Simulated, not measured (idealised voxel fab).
This is a process module. Its name is voxel quadruple lines.
The figure presents cross-section cut, which has a width of 275 nm and is divided into square cells with an edge length of 5 nm.
How to read a cross-section here: the picture is a grid of square cells, written as bands going from the top down, and any band can span one or more rows of cells.
A band entry consists of two parts. The first gives the height of the band's top and the height of its bottom, in nm. The rest lists the band's materials from left to right, each with its width in nm. A single material labelled with the word "all across" fills the band from edge to edge, and the word "empty" marks empty space.
Height reference: 0 = level under which incoming wafer is all one material. Lowest band: no bottom, runs on downward, e.g. "z 0 and below".
Think of "30->40" as a width that walks from the first number to the second as you go down the band, top row to bottom row, taking equal-sized steps from row to row.
Key: "left unchanged" - step with no changed cell in the cross-section.
This entry, "Listed closed voids", enumerates those empty regions of no fewer than 8 cells that possess no open connection to the top. Each region is reported in the form width x height at distance, the distance being taken from the left edge, with all three quantities expressed in nm.
Where a step's line continues beyond its settings, the continuation is a remark by the simulator itself on that step.
"overlay nm" answers the question of how far to the right of plan the mask lay on a step that has a mask, and when it is negative the answer is to the left.

Set out below are the planned steps of the process
1. op RECEIVE | material Si
2. op CONFORMAL_DEP | material SiO2 | thk nm 10
3. op DIRECTIONAL_DEP | material W | thk nm 10
4. op DIRECTIONAL_DEP | material polySi | thk nm 15
5. op DIRECTIONAL_DEP | material aC | thk nm 25
6. op PATTERN | tone cover | mask id MANDREL | material resist | width nm 30 | thk nm 35 | overlay nm 0
7. op DIRECTIONAL_ETCH | etch materials aC | depth nm 25
8. op STRIP | etch materials resist
9. op CONFORMAL_DEP | material SiO2 | thk nm 10
10. op DIRECTIONAL_ETCH | etch materials SiO2 | depth nm 10
11. op STRIP | etch materials aC
12. op DIRECTIONAL_ETCH | etch materials polySi | depth nm 15
13. op STRIP | etch materials SiO2
14. op CONFORMAL_DEP | material SiCN | thk nm 10
15. op DIRECTIONAL_ETCH | etch materials SiCN | depth nm 10
16. op STRIP | etch materials polySi
17. op DIRECTIONAL_ETCH | etch materials W | depth nm 10
18. op STRIP | etch materials SiCN

Incoming wafer in cross-section (state: after step 1)
z 0 and below = Si all across
Listed closed voids: none

The plan above was carried out on the starting structure above with one mistake, and this cross-section shows the wafer at the end of the module
z 20 to 10 = empty: 100, W: 10, empty: 10, W: 10, empty: 15, W: 10, empty: 10, W: 10, empty: 100
z 10 to 0 = SiO2 all across
z 0 and below = Si all across
Listed closed voids: none
So what did we get wrong on this run? in deviation from the planned setting, step 6 was conducted as op PATTERN | tone cover | mask id MANDREL | material resist | width nm 35 | thk nm 35 | overlay nm 0
